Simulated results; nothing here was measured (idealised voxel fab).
Module name: voxel self aligned vias (process module)
We display cut, a cross-section 175 nm in width whose square cells are each 5 nm.
Cross-section format: a grid of square cells, given as bands from top to bottom; each band is one or more rows of cells.
Within each band entry, the heights of the top and of the bottom of the band appear first, in that order and in nm; the materials of the band then follow from left to right, each with its corresponding width in nm. The designation "everywhere" on a single material indicates that it fills the band from edge to edge; the designation "air" indicates empty space.
Zero point of the height axis is 0; under it, received wafer = one material. Lowest band: continues down indefinitely, "z 0 and below".
Per-row width for "30->40": begins at first number (top row of band), ends at second number (bottom row), increment between rows held constant.
"remained the same", as given for a step, is the statement that not any cell of the cross-section underwent a change during that step.
Closed-off voids of 8+ cells (no open route to the top) go in "Enclosed cavity list", written width x height at distance from the left edge, in nm.
That trailing text on a step's line, after the settings, is the simulator's own remark on the step.
Each step line may optionally specify "overlay nm", which for a step with a mask gives the rightward distance between the mask's planned place and where it lay, a negative value indicating the leftward direction.
### Set out below are the planned steps of the process
- 1: RECEIVE | material Si
- 2: CONFORMAL_DEP | material SiO2 | thk nm 15
- 3: CONFORMAL_DEP | material SiCN | thk nm 5
- 4: DIRECTIONAL_DEP | material SiO2 | thk nm 20
- 5: DIRECTIONAL_DEP | material aC | thk nm 15
- 6: PATTERN | tone open | mask id LINES | material resist | width nm 30 | pitch nm 70 | thk nm 35 | overlay nm 0
- 7: DIRECTIONAL_ETCH | etch materials aC | depth nm 15
- 8: STRIP | etch materials resist
- 9: DIRECTIONAL_ETCH | etch materials SiO2 | depth nm 20
- 10: STRIP | etch materials aC
- 11: CONFORMAL_DEP | material TiN | thk nm 5
- 12: FILL_DEP | material Ru | thk nm 10
- 13: CMP | height nm 40
- 14: SELECTIVE_ETCH | etch materials W Ru TiN | depth nm 10
- 15: FILL_DEP | material SiN | thk nm 5
- 16: CMP | height nm 40
- 17: DIRECTIONAL_DEP | material SiO2 | thk nm 15
- 18: DIRECTIONAL_DEP | material aC | thk nm 10
- 19: PATTERN | tone open | mask id VIAS | material resist | width nm 50 | thk nm 30 | overlay nm 0
- 20: DIRECTIONAL_ETCH | etch materials aC | depth nm 10
- 21: STRIP | etch materials resist
- 22: DIRECTIONAL_ETCH | etch materials SiO2 | depth nm 15
- 23: DIRECTIONAL_ETCH | etch materials SiN | depth nm 10
- 24: STRIP | etch materials aC
- 25: CONFORMAL_DEP | material TiN | thk nm 5
- 26: FILL_DEP | material W | thk nm 10
- 27: CMP | height nm 55
- 28: CONFORMAL_DEP | material SiN | thk nm 5
### as received, after step 1
    z 0 and below | Si everywhere
    Enclosed cavity list: none
### Cross-section taken at module completion on the first of two wafers; processed per the plan
    z 60 to 55 | SiN everywhere
    z 55 to 45 | SiO2: 25 | TiN: 5 | W: 40 | TiN: 5 | SiO2: 100
    z 45 to 40 | SiO2: 25 | TiN: 15 | W: 20 | TiN: 15 | SiO2: 100
    z 40 to 35 | SiO2: 35 | TiN: 5 | W: 20 | TiN: 5 | SiO2: 40 | SiN: 30 | SiO2: 40
    z 35 to 30 | SiO2: 35 | TiN: 30 | SiO2: 40 | SiN: 30 | SiO2: 40
    z 30 to 25 | SiO2: 35 | TiN: 5 | Ru: 20 | TiN: 5 | SiO2: 40 | TiN: 5 | Ru: 20 | TiN: 5 | SiO2: 40
    z 25 to 20 | SiO2: 35 | TiN: 30 | SiO2: 40 | TiN: 30 | SiO2: 40
    z 20 to 15 | SiCN everywhere
    z 15 to 0 | SiO2 everywhere
    z 0 and below | Si everywhere
    Enclosed cavity list: none
### This is the second of the two wafers, cross-sectioned at the end of the module; it started exactly like the first and was given the same plan, but it was run with one mistake
    z 60 to 55 | SiN everywhere
    z 55 to 45 | SiO2: 30 | TiN: 5 | W: 35 | TiN: 5 | SiO2: 100
    z 45 to 40 | SiO2: 30 | TiN: 10 | W: 20 | TiN: 15 | SiO2: 100
    z 40 to 35 | SiO2: 35 | TiN: 5 | W: 20 | TiN: 5 | SiO2: 40 | SiN: 30 | SiO2: 40
    z 35 to 30 | SiO2: 35 | TiN: 30 | SiO2: 40 | SiN: 30 | SiO2: 40
    z 30 to 25 | SiO2: 35 | TiN: 5 | Ru: 20 | TiN: 5 | SiO2: 40 | TiN: 5 | Ru: 20 | TiN: 5 | SiO2: 40
    z 25 to 20 | SiO2: 35 | TiN: 30 | SiO2: 40 | TiN: 30 | SiO2: 40
    z 20 to 15 | SiCN everywhere
    z 15 to 0 | SiO2 everywhere
    z 0 and below | Si everywhere
    Enclosed cavity list: none
Heads up, the wafer didn't run the way we planned it: not per plan at step 19, really ran PATTERN | tone open | mask id VIAS | material resist | width nm 45 | thk nm 30 | overlay nm 0
Counted in cells at the end, the second wafer holds more or fewer of these materials than the first: +3 SiO2; -1 TiN; -2 W
